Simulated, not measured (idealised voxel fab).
This section sets out a process module, namely voxel self aligned contacts.
Square cells of 5 nm make up the cross-section cut, whose width is 300 nm.
How to read a cross-section here: the picture is a grid of square cells, written as bands going from the top down, and any band can span one or more rows of cells. Quick guide to a band line: top height, bottom height (nm) up front; then every material left to right with its width in nm. Only one material and it's marked "edge to edge"? Then it fills the band edge to edge. And "blank" just means empty space. Where do heights start? At 0: under that level the wafer as delivered is made of one material only. And the lowest band has no floor; it just carries on downward, as in "0 -> down". Note: "30 to 40" means the width goes from the first number (top row of the band) to the second number (bottom row) in equal steps per row of cells. "nothing different" -> step changed no cross-section cell. Listed in "Enclosed cavities": every empty space of 8 or more cells without an open way to the top. Form: width x height at distance, the distance being from the left edge, all in nm. Heads up: the bit after the settings on a step's line is the simulator's remark on that step. Each step line may optionally specify "overlay nm", which for a step with a mask gives the rightward distance between the mask's planned place and where it lay, a negative value indicating the leftward direction.
# Here's what the planned process steps look like
- 1: RECEIVE | material Si
- 2: CONFORMAL_DEP | material SiO2 | thk nm 5
- 3: DIRECTIONAL_DEP | material polySi | thk nm 20
- 4: DIRECTIONAL_DEP | material SiN | thk nm 15
- 5: PATTERN | tone cover | mask id GATE | material resist | width nm 25 | pitch nm 60 | thk nm 15 | overlay nm 0
- 6: DIRECTIONAL_ETCH | etch materials SiN | depth nm 15
- 7: DIRECTIONAL_ETCH | etch materials polySi | depth nm 20
- 8: STRIP | etch materials resist
- 9: CONFORMAL_DEP | material SiN | thk nm 5
- 10: DIRECTIONAL_ETCH | etch materials SiN | depth nm 5
- 11: FILL_DEP | material SiO2 | thk nm 15
- 12: CMP | height nm 50
- 13: PATTERN | tone open | mask id CONTACT | material resist | width nm 45 | pitch nm 60 | thk nm 15 | overlay nm 0
- 14: DIRECTIONAL_ETCH | etch materials SiO2 | depth nm 50
- 15: STRIP | etch materials resist
- 16: CONFORMAL_DEP | material TiN | thk nm 5
- 17: FILL_DEP | material W | thk nm 10
- 18: CMP | height nm 50
- 19: CONFORMAL_DEP | material SiCN | thk nm 5
# Cross-section of the incoming wafer, state after step 1
	0 -> down | Si edge to edge
	Enclosed cavities: none
# Wafer cross-section at end of module: start and plan as shown above, one execution error
	55 -> 50 | SiCN edge to edge
	50 -> 45 | SiO2 (70), SiN (35), TiN (5), W (15), TiN (5), SiN (35), TiN (5), W (15), TiN (5), SiN (35), SiO2 (75)
	45 -> 40 | SiO2 (70), SiN (35), TiN (25), SiN (35), TiN (25), SiN (35), SiO2 (75)
	40 -> 25 | SiN edge to edge
	25 -> 5 | polySi edge to edge
	5 -> 0 | SiO2 edge to edge
	0 -> down | Si edge to edge
	Enclosed cavities: none
Diagnosis: step 4 from the plan got run twice
